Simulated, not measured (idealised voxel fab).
Title: Process Module voxel air gaps
For reference, the cross-section in this document is cut, with width 250 nm and square cells of 5 nm.
Format of a cross-section: grid, square cells. Given as bands. Order: top down. Band: one or more rows of cells.
Quick guide to a band line: top height, bottom height (nm) up front; then every material left to right with its width in nm. Only one material and it's marked "everywhere"? Then it fills the band edge to edge. And "air" just means empty space.
Note: height 0 marks the level under which the wafer is uniformly one material as received. Lowest band unbounded below, written "0 down".
Read "30 to 40" as a graded width: first number on top, second number at the bottom, same change between each pair of neighbouring rows.
"remained unchanged" means the step left every cell of the cross-section as it was.
Closed-off voids of 8+ cells (no open route to the top) go in "Closed cavities", written width x height at distance from the left edge, in nm.
Past the settings on a step's line: simulator remark, on that step.
"overlay nm" on a masked step: distance the mask lay right of its planned place, negative for left.
### Steps in the process plan
1. RECEIVE (material Si)
2. CONFORMAL_DEP (material SiO2; thk nm 15)
3. CONFORMAL_DEP (material SiN; thk nm 5)
4. DIRECTIONAL_DEP (material SiO2; thk nm 35)
5. MASKED_ETCH (tone open; mask id LINES; width nm 25; pitch nm 55; etch materials SiO2; depth nm 35; overlay nm 0)
6. CONFORMAL_DEP (material TiN; thk nm 5)
7. FILL_DEP (material Cu; thk nm 5)
8. CMP (height nm 55)
9. EPI (material Ru; thk nm 10)
10. SELECTIVE_ETCH (etch materials SiO2; depth nm 45)
11. CONFORMAL_DEP (material SiCN; thk nm 5)
### Concerning the first of two wafers, which was run in accordance with the plan
### Cross-section, incoming material, after step 1
- 0 down: Si everywhere
- Closed cavities: none
### Cross-section of the wafer subsequent to step 2
- 15 to 0: SiO2 everywhere
- Unchanged below 0.
### Cross-section of the wafer subsequent to step 3
- 20 to 15: SiN everywhere
- Unchanged below 15.
### Cross-section of the wafer subsequent to step 4
- 55 to 20: SiO2 everywhere
- Unchanged below 20.
### Cross-section of the wafer subsequent to step 5
- 55 to 20: SiO2: 55 | air: 25 | SiO2: 30 | air: 25 | SiO2: 30 | air: 25 | SiO2: 60
- Unchanged below 20.
### Cross-section of the wafer subsequent to step 6
- 60 to 55: TiN: 60 | air: 15 | TiN: 40 | air: 15 | TiN: 40 | air: 15 | TiN: 65
- 55 to 25: SiO2: 55 | TiN: 5 | air: 15 | TiN: 5 | SiO2: 30 | TiN: 5 | air: 15 | TiN: 5 | SiO2: 30 | TiN: 5 | air: 15 | TiN: 5 | SiO2: 60
- 25 to 20: SiO2: 55 | TiN: 25 | SiO2: 30 | TiN: 25 | SiO2: 30 | TiN: 25 | SiO2: 60
- Unchanged below 20.
### Cross-section of the wafer subsequent to step 7
- 65 to 60: Cu everywhere
- 60 to 55: TiN: 60 | Cu: 15 | TiN: 40 | Cu: 15 | TiN: 40 | Cu: 15 | TiN: 65
- 55 to 25: SiO2: 55 | TiN: 5 | Cu: 15 | TiN: 5 | SiO2: 30 | TiN: 5 | Cu: 15 | TiN: 5 | SiO2: 30 | TiN: 5 | Cu: 15 | TiN: 5 | SiO2: 60
- Unchanged below 25.
### Cross-section of the wafer subsequent to step 8
- 55 to 25: SiO2: 55 | TiN: 5 | Cu: 15 | TiN: 5 | SiO2: 30 | TiN: 5 | Cu: 15 | TiN: 5 | SiO2: 30 | TiN: 5 | Cu: 15 | TiN: 5 | SiO2: 60
- Unchanged below 25.
### Cross-section of the wafer subsequent to step 9
- 65 to 55: air: 45 | Ru: 45 | air: 10 | Ru: 45 | air: 10 | Ru: 45 | air: 50
- Unchanged below 55.
### Cross-section of the wafer subsequent to step 10
- 65 to 55: air: 45 | Ru: 45 | air: 10 | Ru: 45 | air: 10 | Ru: 45 | air: 50
- 55 to 25: air: 55 | TiN: 5 | Cu: 15 | TiN: 5 | air: 30 | TiN: 5 | Cu: 15 | TiN: 5 | air: 30 | TiN: 5 | Cu: 15 | TiN: 5 | air: 60
- 25 to 20: air: 55 | TiN: 25 | air: 30 | TiN: 25 | air: 30 | TiN: 25 | air: 60
- Unchanged below 20.
### Cross-section of the wafer subsequent to step 11
- 70 to 65: air: 40 | SiCN: 165 | air: 45
- 65 to 55: air: 40 | SiCN: 5 | Ru: 45 | SiCN: 10 | Ru: 45 | SiCN: 10 | Ru: 45 | SiCN: 5 | air: 45
- 55 to 50: air: 40 | SiCN: 15 | TiN: 5 | Cu: 15 | TiN: 5 | SiCN: 30 | TiN: 5 | Cu: 15 | TiN: 5 | SiCN: 30 | TiN: 5 | Cu: 15 | TiN: 5 | SiCN: 15 | air: 45
- 50 to 25: air: 50 | SiCN: 5 | TiN: 5 | Cu: 15 | TiN: 5 | SiCN: 5 | air: 20 | SiCN: 5 | TiN: 5 | Cu: 15 | TiN: 5 | SiCN: 5 | air: 20 | SiCN: 5 | TiN: 5 | Cu: 15 | TiN: 5 | SiCN: 5 | air: 55
- 25 to 20: SiCN: 55 | TiN: 25 | SiCN: 30 | TiN: 25 | SiCN: 30 | TiN: 25 | SiCN: 60
- Unchanged below 20.
- Closed cavities: 20 x 25 at 85; 20 x 25 at 140
### What follows concerns the second wafer, which started out like the first and was meant to follow the very same plan; one mistake crept in when it was run, but everything up to and including step 3 is the same as for the first wafer
### when step 4 should have ended
- 55 to 15: SiN everywhere
- Unchanged below 15.
when step 5 should have ended: remained unchanged
### when step 6 should have ended
- 60 to 55: TiN everywhere
- Unchanged below 55.
### when step 7 should have ended
- 65 to 60: Cu everywhere
- Unchanged below 60.
### when step 8 should have ended
- 55 to 15: SiN everywhere
- Unchanged below 15.
when step 9 should have ended: remained unchanged
when step 10 should have ended: remained unchanged
### when step 11 should have ended
- 60 to 55: SiCN everywhere
- Unchanged below 55.
Diagnosis: it should be noted that step 4 was executed with settings other than those planned, the operation and settings actually applied being DIRECTIONAL_DEP (material SiN; thk nm 35)
Count the cells at the end and the second wafer has more or fewer of some materials than the first: 54 fewer of Cu | 54 fewer of Ru | 78 fewer of SiCN | 350 more of SiN | 51 fewer of TiN
Closed voids, final: 2 / 0 (first wafer / second wafer).
